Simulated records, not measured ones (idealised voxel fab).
The process module presented herein is designated voxel air gaps.
Section shown: cut. Width: 240 nm. Cell size: 5 nm, square.
Cross-sections here: square-cell grids, written as top-down lists of bands, a band being one or more rows of cells.
For a band, the entry starts with two heights in nm, that of the top and then that of the bottom, and carries on with the band's materials in order from left to right, each alongside its width in nm; the word "edge to edge" beside a single material means it fills the band edge to edge, and "blank" means empty space.
We count height from 0. Below that, the starting wafer is all one material. The lowest band never ends at the bottom but goes on down; see "0..down" for how that is written.
Width spec "30..40" -> top row of cells at first value, bottom row at second value, equal per-row change in between.
Any step labelled "no change" changed none of the cells in the cross-section.
Empty spaces counting at least 8 cells and having no open way to the top are listed in "Encapsulated voids". The notation width x height at distance is used for each, the distance being from the left edge and all three values in nm.
On a step's line, text after the settings is the simulator commenting on that step.
Regarding "overlay nm": on a step with a mask, it is the distance the mask lay to the right of its planned place; a negative value places it to the left.

# Planned process steps
1: RECEIVE: material Si
2: CONFORMAL_DEP: material SiO2, thk nm 15
3: CONFORMAL_DEP: material SiN, thk nm 5
4: DIRECTIONAL_DEP: material SiO2, thk nm 30
5: MASKED_ETCH: tone open, mask id LINES, width nm 25, pitch nm 55, etch materials SiO2, depth nm 30, overlay nm 0
6: CONFORMAL_DEP: material TiN, thk nm 5
7: FILL_DEP: material W, thk nm 5
8: CMP: height nm 50
9: EPI: material Ru, thk nm 10
10: SELECTIVE_ETCH: etch materials SiO2, depth nm 40
11: CONFORMAL_DEP: material SiN, thk nm 5

# Cross-section: wafer on arrival = after step 1
- 0..down = Si edge to edge
- Encapsulated voids: none

# First wafer of two, sectioned at end of module; run went per plan
- 65..60 = 35 blank, 165 SiN, 40 blank
- 60..50 = 35 blank, 5 SiN, 45 Ru, 10 SiN, 45 Ru, 10 SiN, 45 Ru, 5 SiN, 40 blank
- 50..45 = 35 blank, 15 SiN, 5 TiN, 15 W, 5 TiN, 30 SiN, 5 TiN, 15 W, 5 TiN, 30 SiN, 5 TiN, 15 W, 5 TiN, 15 SiN, 40 blank
- 45..25 = 45 blank, 5 SiN, 5 TiN, 15 W, 5 TiN, 5 SiN, 20 blank, 5 SiN, 5 TiN, 15 W, 5 TiN, 5 SiN, 20 blank, 5 SiN, 5 TiN, 15 W, 5 TiN, 5 SiN, 50 blank
- 25..20 = 50 SiN, 25 TiN, 30 SiN, 25 TiN, 30 SiN, 25 TiN, 55 SiN
- 20..15 = SiN edge to edge
- 15..0 = SiO2 edge to edge
- 0..down = Si edge to edge
- Encapsulated voids: 20 x 20 at 80; 20 x 20 at 135

# second wafer at the end: like start, like plan, one mistake
- 65..60 = 40 blank, 165 SiN, 35 blank
- 60..50 = 40 blank, 5 SiN, 45 Ru, 10 SiN, 45 Ru, 10 SiN, 45 Ru, 5 SiN, 35 blank
- 50..45 = 40 blank, 15 SiN, 5 TiN, 15 W, 5 TiN, 30 SiN, 5 TiN, 15 W, 5 TiN, 30 SiN, 5 TiN, 15 W, 5 TiN, 15 SiN, 35 blank
- 45..25 = 50 blank, 5 SiN, 5 TiN, 15 W, 5 TiN, 5 SiN, 20 blank, 5 SiN, 5 TiN, 15 W, 5 TiN, 5 SiN, 20 blank, 5 SiN, 5 TiN, 15 W, 5 TiN, 5 SiN, 45 blank
- 25..20 = 55 SiN, 25 TiN, 30 SiN, 25 TiN, 30 SiN, 25 TiN, 50 SiN
- 20..15 = SiN edge to edge
- 15..0 = SiO2 edge to edge
- 0..down = Si edge to edge
- Encapsulated voids: 20 x 20 at 85; 20 x 20 at 140
Want to know what went wrong? for step 5, the planned setting was not used; the step was instead run as MASKED_ETCH: tone open, mask id LINES, width nm 25, pitch nm 55, etch materials SiO2, depth nm 30, overlay nm 5
So at the finish, the second wafer's got exactly as many cells of each material as the first, just not in the same spots.
